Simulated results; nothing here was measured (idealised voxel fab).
The document below concerns the process module designated voxel fin reveal.
FYI the section here is cut, 235 nm wide, cells are 5 nm squares.
Cross-section spec: square-cell grid; bands listed top down; each band is one or more rows.
Top, bottom (nm), then materials left to right with widths (nm); lone material tagged "all across" fills the whole band edge to edge; "air" = empty space.
The level at which height equals 0 is the one under which the wafer, as it arrives, is entirely one material. No lower edge exists for the bottom band, which continues downward and is notated as in "z 0 and below".
It should be noted that a width expressed as "30..40" varies in equal increments from row to row of cells within the band, taking the value of the first number at the top row and that of the second number at the bottom row.
"no change occurred" for a step: no cell of the cross-section changed in that step.
Empty spaces counting at least 8 cells and having no open way to the top are listed in "Entrapped voids". The notation width x height at distance is used for each, the distance being from the left edge and all three values in nm.
Read whatever lies past the settings on a step's line as the simulator's own remark about the step.
"overlay nm" answers the question of how far to the right of plan the mask lay on a step that has a mask, and when it is negative the answer is to the left.
### Below is the list of planned process steps
1 RECEIVE with material Si
2 CONFORMAL_DEP with material SiN, thk nm 5
3 PATTERN with tone cover, mask id FINS, material resist, width nm 15, pitch nm 40, thk nm 20, overlay nm 0
4 DIRECTIONAL_ETCH with etch materials SiN, depth nm 5
5 DIRECTIONAL_ETCH with etch materials Si, depth nm 35
6 STRIP with etch materials resist
7 OXIDIZE with depth nm 5
8 FILL_DEP with material SiO2, thk nm 5
9 CMP with height nm 5
10 SELECTIVE_ETCH with etch materials SiO2, depth nm 15
11 STRIP with etch materials SiN
12 CONFORMAL_DEP with material SiO2, thk nm 5
### First of two wafers, processed according to plan
### Wafer cross-section on receipt, i.e. after step 1
* z 0 and below  Si all across
* Entrapped voids: none
### Upon completion of step 2, the wafer appears in cross-section as shown
* z 5 to 0  SiN all across
* Everything below 0 is unchanged.
### Upon completion of step 3, the wafer appears in cross-section as shown
* z 25 to 5  50 air | 15 resist | 25 air | 15 resist | 25 air | 15 resist | 25 air | 15 resist | 50 air
* Everything below 5 is unchanged.
### Upon completion of step 4, the wafer appears in cross-section as shown
* z 25 to 5  50 air | 15 resist | 25 air | 15 resist | 25 air | 15 resist | 25 air | 15 resist | 50 air
* z 5 to 0  50 air | 15 SiN | 25 air | 15 SiN | 25 air | 15 SiN | 25 air | 15 SiN | 50 air
* Everything below 0 is unchanged.
### Upon completion of step 5, the wafer appears in cross-section as shown
* z 25 to 5  50 air | 15 resist | 25 air | 15 resist | 25 air | 15 resist | 25 air | 15 resist | 50 air
* z 5 to 0  50 air | 15 SiN | 25 air | 15 SiN | 25 air | 15 SiN | 25 air | 15 SiN | 50 air
* z 0 to -35  50 air | 15 Si | 25 air | 15 Si | 25 air | 15 Si | 25 air | 15 Si | 50 air
* Everything below -35 is unchanged.
### Upon completion of step 6, the wafer appears in cross-section as shown
* z 5 to 0  50 air | 15 SiN | 25 air | 15 SiN | 25 air | 15 SiN | 25 air | 15 SiN | 50 air
* Everything below 0 is unchanged.
### Upon completion of step 7, the wafer appears in cross-section as shown
* z 5 to 0  50 air | 15 SiN | 25 air | 15 SiN | 25 air | 15 SiN | 25 air | 15 SiN | 50 air
* z 0 to -35  50 air | 5 SiO2 | 5 Si | 5 SiO2 | 25 air | 5 SiO2 | 5 Si | 5 SiO2 | 25 air | 5 SiO2 | 5 Si | 5 SiO2 | 25 air | 5 SiO2 | 5 Si | 5 SiO2 | 50 air
* z -35 to -40  55 SiO2 | 5 Si | 35 SiO2 | 5 Si | 35 SiO2 | 5 Si | 35 SiO2 | 5 Si | 55 SiO2
* Everything below -40 is unchanged.
### Upon completion of step 8, the wafer appears in cross-section as shown
* z 10 to 5  SiO2 all across
* z 5 to 0  50 SiO2 | 15 SiN | 25 SiO2 | 15 SiN | 25 SiO2 | 15 SiN | 25 SiO2 | 15 SiN | 50 SiO2
* z 0 to -40  55 SiO2 | 5 Si | 35 SiO2 | 5 Si | 35 SiO2 | 5 Si | 35 SiO2 | 5 Si | 55 SiO2
* Everything below -40 is unchanged.
### Upon completion of step 9, the wafer appears in cross-section as shown
* z 5 to 0  50 SiO2 | 15 SiN | 25 SiO2 | 15 SiN | 25 SiO2 | 15 SiN | 25 SiO2 | 15 SiN | 50 SiO2
* Everything below 0 is unchanged.
### Upon completion of step 10, the wafer appears in cross-section as shown
* z 5 to 0  50 air | 15 SiN | 25 air | 15 SiN | 25 air | 15 SiN | 25 air | 15 SiN | 50 air
* z 0 to -10  55 air | 5 Si | 35 air | 5 Si | 35 air | 5 Si | 35 air | 5 Si | 55 air
* Everything below -10 is unchanged.
### Upon completion of step 11, the wafer appears in cross-section as shown
* z 0 to -10  55 air | 5 Si | 35 air | 5 Si | 35 air | 5 Si | 35 air | 5 Si | 55 air
* Everything below -10 is unchanged.
### Upon completion of step 12, the wafer appears in cross-section as shown
* z 5 to 0  50 air | 15 SiO2 | 25 air | 15 SiO2 | 25 air | 15 SiO2 | 25 air | 15 SiO2 | 50 air
* z 0 to -5  50 air | 5 SiO2 | 5 Si | 5 SiO2 | 25 air | 5 SiO2 | 5 Si | 5 SiO2 | 25 air | 5 SiO2 | 5 Si | 5 SiO2 | 25 air | 5 SiO2 | 5 Si | 5 SiO2 | 50 air
* z -5 to -40  55 SiO2 | 5 Si | 35 SiO2 | 5 Si | 35 SiO2 | 5 Si | 35 SiO2 | 5 Si | 55 SiO2
* Everything below -40 is unchanged.
### Second wafer: same start and same plan as the first, one execution error; identical to the first through step 4
### Second wafer: cross-section at the scheduled end of step 5
* z 25 to 5  50 air | 15 resist | 25 air | 15 resist | 25 air | 15 resist | 25 air | 15 resist | 50 air
* z 5 to 0  50 air | 15 SiN | 25 air | 15 SiN | 25 air | 15 SiN | 25 air | 15 SiN | 50 air
* z 0 to -25  50 air | 15 Si | 25 air | 15 Si | 25 air | 15 Si | 25 air | 15 Si | 50 air
* Everything below -25 is unchanged.
### Second wafer: cross-section at the scheduled end of step 6
* z 5 to 0  50 air | 15 SiN | 25 air | 15 SiN | 25 air | 15 SiN | 25 air | 15 SiN | 50 air
* Everything below 0 is unchanged.
### Second wafer: cross-section at the scheduled end of step 7
* z 5 to 0  50 air | 15 SiN | 25 air | 15 SiN | 25 air | 15 SiN | 25 air | 15 SiN | 50 air
* z 0 to -25  50 air | 5 SiO2 | 5 Si | 5 SiO2 | 25 air | 5 SiO2 | 5 Si | 5 SiO2 | 25 air | 5 SiO2 | 5 Si | 5 SiO2 | 25 air | 5 SiO2 | 5 Si | 5 SiO2 | 50 air
* z -25 to -30  55 SiO2 | 5 Si | 35 SiO2 | 5 Si | 35 SiO2 | 5 Si | 35 SiO2 | 5 Si | 55 SiO2
* Everything below -30 is unchanged.
### Second wafer: cross-section at the scheduled end of step 8
* z 10 to 5  SiO2 all across
* z 5 to 0  50 SiO2 | 15 SiN | 25 SiO2 | 15 SiN | 25 SiO2 | 15 SiN | 25 SiO2 | 15 SiN | 50 SiO2
* z 0 to -30  55 SiO2 | 5 Si | 35 SiO2 | 5 Si | 35 SiO2 | 5 Si | 35 SiO2 | 5 Si | 55 SiO2
* Everything below -30 is unchanged.
### Second wafer: cross-section at the scheduled end of step 9
* z 5 to 0  50 SiO2 | 15 SiN | 25 SiO2 | 15 SiN | 25 SiO2 | 15 SiN | 25 SiO2 | 15 SiN | 50 SiO2
* Everything below 0 is unchanged.
### Second wafer: cross-section at the scheduled end of step 10
* z 5 to 0  50 air | 15 SiN | 25 air | 15 SiN | 25 air | 15 SiN | 25 air | 15 SiN | 50 air
* z 0 to -10  55 air | 5 Si | 35 air | 5 Si | 35 air | 5 Si | 35 air | 5 Si | 55 air
* Everything below -10 is unchanged.
### Second wafer: cross-section at the scheduled end of step 11
* z 0 to -10  55 air | 5 Si | 35 air | 5 Si | 35 air | 5 Si | 35 air | 5 Si | 55 air
* Everything below -10 is unchanged.
### Second wafer: cross-section at the scheduled end of step 12
* z 5 to 0  50 air | 15 SiO2 | 25 air | 15 SiO2 | 25 air | 15 SiO2 | 25 air | 15 SiO2 | 50 air
* z 0 to -5  50 air | 5 SiO2 | 5 Si | 5 SiO2 | 25 air | 5 SiO2 | 5 Si | 5 SiO2 | 25 air | 5 SiO2 | 5 Si | 5 SiO2 | 25 air | 5 SiO2 | 5 Si | 5 SiO2 | 50 air
* z -5 to -30  55 SiO2 | 5 Si | 35 SiO2 | 5 Si | 35 SiO2 | 5 Si | 35 SiO2 | 5 Si | 55 SiO2
* Everything below -30 is unchanged.
Deviation from plan: rather than as planned, step 5 actually ran as DIRECTIONAL_ETCH with etch materials Si, depth nm 25
Final wafer comparison in cells, second versus first, more or fewer per material: +86 Si, -86 SiO2
